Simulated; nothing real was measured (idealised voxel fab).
The following is a process module called voxel capacitor over wiring.
The width of the displayed cross-section, cut, is 260 nm; its cells are square, with a size of 5 nm.
Bands, listed from the top down, are how a cross-section gets written in this document; the cross-section itself is a grid of square cells, and a band is one or more rows of them. Each band's line starts with the height of the band's top and of its bottom, in nm. Then come its materials from left to right, each with its width in nm. One material with "edge to edge" fills the band from edge to edge. "blank" is empty space. Height is counted from the level 0, under which the received wafer is composed throughout of one material. The lowest of the bands is not closed at the bottom but continues downward, in the notation "from 0 down". Per-row width for "30->40": begins at first number (top row of band), ends at second number (bottom row), increment between rows held constant. It should be understood that the words "everything unchanged", when stated for a given step, signify that the cross-section underwent no change in any of its cells during that step. Empty spaces without an open route to the top, at least 8 cells in extent, make up the entry "Entrapped void list"; each is given as width x height at distance, where the distance is measured from the left edge, and all are in nm. Text after the settings on a step's line: the simulator's own remark on that step. What "overlay nm" on a step's line means: if the step has a mask, that mask lay this far to the right of its planned place, or, when the value is negative, to the left.
Here's what the planned process steps look like:
step 1: RECEIVE | material Si
step 2: CONFORMAL_DEP | material SiO2 | thk nm 10
step 3: CONFORMAL_DEP | material SiN | thk nm 5
step 4: DIRECTIONAL_DEP | material lowk | thk nm 25
step 5: DIRECTIONAL_DEP | material aC | thk nm 15
step 6: PATTERN | tone open | mask id METAL_1 | material resist | width nm 20 | pitch nm 80 | thk nm 30 | overlay nm 0
step 7: DIRECTIONAL_ETCH | etch materials aC | depth nm 15
step 8: STRIP | etch materials resist
step 9: DIRECTIONAL_ETCH | etch materials lowk | depth nm 25
step 10: DIRECTIONAL_ETCH | etch materials SiN | depth nm 5
step 11: STRIP | etch materials aC
step 12: CONFORMAL_DEP | material TiN | thk nm 5
step 13: FILL_DEP | material Cu | thk nm 5
step 14: CMP | height nm 40
step 15: CONFORMAL_DEP | material SiCN | thk nm 5
step 16: DIRECTIONAL_DEP | material SiO2 | thk nm 20
step 17: PATTERN | tone open | mask id PLUG_1 | material resist | width nm 15 | thk nm 20 | overlay nm 0
step 18: DIRECTIONAL_ETCH | etch materials SiO2 | depth nm 20
step 19: DIRECTIONAL_ETCH | etch materials SiCN | depth nm 5
step 20: STRIP | etch materials resist
step 21: EPI | material Ru | thk nm 10
step 22: EPI | material Ru | thk nm 10
step 23: EPI | material Ru | thk nm 5
step 24: DIRECTIONAL_DEP | material TiN | thk nm 5
step 25: DIRECTIONAL_DEP | material Al2O3 | thk nm 5
step 26: DIRECTIONAL_DEP | material TiN | thk nm 5
step 27: PATTERN | tone cover | mask id UPPER_PLATE | material resist | width nm 65 | thk nm 20 | overlay nm 0
step 28: DIRECTIONAL_ETCH | etch materials TiN | depth nm 5
step 29: DIRECTIONAL_ETCH | etch materials Al2O3 | depth nm 5
step 30: STRIP | etch materials resist
step 31: DIRECTIONAL_DEP | material aC | thk nm 10
step 32: PATTERN | tone cover | mask id LOWER_PLATE | material resist | width nm 75 | thk nm 25 | overlay nm 0
step 33: DIRECTIONAL_ETCH | etch materials aC | depth nm 10
step 34: STRIP | etch materials resist
step 35: DIRECTIONAL_ETCH | etch materials TiN | depth nm 5
step 36: STRIP | etch materials aC
step 37: FILL_DEP | material SiO2 | thk nm 20
step 38: CMP | height nm 95
step 39: DIRECTIONAL_DEP | material aC | thk nm 15
step 40: PATTERN | tone open | mask id PLUG_2 | material resist | width nm 15 | thk nm 30 | overlay nm 0
step 41: DIRECTIONAL_ETCH | etch materials aC | depth nm 15
step 42: STRIP | etch materials resist
step 43: DIRECTIONAL_ETCH | etch materials SiO2 | depth nm 15
step 44: STRIP | etch materials aC
step 45: CONFORMAL_DEP | material TiN | thk nm 5
step 46: FILL_DEP | material Cu | thk nm 10
step 47: CMP | height nm 95
step 48: CONFORMAL_DEP | material SiN | thk nm 5
Shown in cross-section is the wafer as received, that is, as it stands after step 1:
> from 0 down: Si edge to edge
> Entrapped void list: none
Wafer at module end, in section. Began as above, planned as above, run with one mistake:
> from 100 to 95: SiN edge to edge
> from 95 to 85: 95 of SiO2 | 5 of TiN | 5 of Cu | 5 of TiN | 150 of SiO2
> from 85 to 75: 95->100 of SiO2 | 15->50 of TiN | 150->110 of SiO2
> from 75 to 70: 100 of SiO2 | 50 of Al2O3 | 110 of SiO2
> from 70 to 65: 80 of SiO2 | 75 of TiN | 105 of SiO2
> from 65 to 60: 85 of SiO2 | 15 of Al2O3 | 160 of SiO2
> from 60 to 55: 85 of SiO2 | 15 of TiN | 160 of SiO2
> from 55 to 45: 85 of SiO2 | 15 of Ru | 160 of SiO2
> from 45 to 40: 85 of SiCN | 15 of Ru | 160 of SiCN
> from 40 to 15: 80 of lowk | 5 of TiN | 10 of Cu | 5 of TiN | 60 of lowk | 5 of TiN | 10 of Cu | 5 of TiN | 80 of lowk
> from 15 to 10: 80 of SiN | 20 of TiN | 60 of SiN | 20 of TiN | 80 of SiN
> from 10 to 0: SiO2 edge to edge
> from 0 down: Si edge to edge
> Entrapped void list: none
Where did the run depart from the plan? one of the like steps 21 and 22 was not carried out, but which of them is unknowable
